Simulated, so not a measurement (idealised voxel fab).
process module | voxel gate over fins
cross-section cut | 175 nm wide | cells 5 nm
A cross-section is a grid of square cells, given in bands from the top down. A band is one or more rows of cells.
Each band's line starts with the height of the band's top and of its bottom, in nm. Then come its materials from left to right, each with its width in nm. One material with "throughout" fills the band from edge to edge. "air" is empty space.
Height 0 is the level under which the wafer as received is all one material. The lowest band goes on downwards, as in "0 down".
A width such as "30 to 40" changes by the same amount from each row of cells to the next, from the band's top row to its bottom row.
"no change" after a step means that no cell of the cross-section changed.
closed voids: empty space of 8 cells or more with no open way to the top, each as width x height at its distance from the left edge, in nm
after a step's settings: what the simulator itself notes on the step
overlay nm, on a step with a mask: how far to the right of its planned place the mask lay; to the left if negative
plan
1 op RECEIVE | material Si
2 op CONFORMAL_DEP | material SiN | thk nm 10
3 op PATTERN | tone cover | mask id FINS | material resist | width nm 15 | pitch nm 35 | thk nm 20 | overlay nm 0
4 op DIRECTIONAL_ETCH | etch materials SiN | depth nm 10
5 op DIRECTIONAL_ETCH | etch materials Si | depth nm 30
6 op STRIP | etch materials resist
7 op OXIDIZE | depth nm 5
8 op FILL_DEP | material SiO2 | thk nm 15
9 op CMP | height nm 10
10 op SELECTIVE_ETCH | etch materials SiO2 | depth nm 25
11 op STRIP | etch materials SiN
12 op CONFORMAL_DEP | material HfO2 | thk nm 5
13 op CONFORMAL_DEP | material TiN | thk nm 5
14 op CONFORMAL_DEP | material TiAl | thk nm 5
15 op CONFORMAL_DEP | material TiN | thk nm 5
16 op FILL_DEP | material W | thk nm 15
17 op CMP | height nm 30
18 op CONFORMAL_DEP | material SiCN | thk nm 10
as received, after step 1
  0 down: Si throughout
  closed voids: none
a wafer at the end: this start, this plan, one mistake
  40 to 30: SiCN throughout
  30 to 25: W 20 | TiN 135 | W 20
  25 to 20: W 20 | TiN 5 | TiAl 125 | TiN 5 | W 20
  20 to 15: W 20 | TiN 5 | TiAl 5 | TiN 115 | TiAl 5 | TiN 5 | W 20
  15 to 10: TiN 25 | TiAl 5 | TiN 5 | HfO2 105 | TiN 5 | TiAl 5 | TiN 25
  10 to 5: TiAl 30 | TiN 5 | HfO2 105 | TiN 5 | TiAl 30
  5 to 0: TiN 35 | HfO2 105 | TiN 35
  0 to -15: HfO2 50 | Si 5 | HfO2 30 | Si 5 | HfO2 30 | Si 5 | HfO2 50
  -15 to -35: SiO2 50 | Si 5 | SiO2 30 | Si 5 | SiO2 30 | Si 5 | SiO2 50
  -35 down: Si throughout
  closed voids: none
what went wrong: step 12 ran as: op CONFORMAL_DEP | material HfO2 | thk nm 15
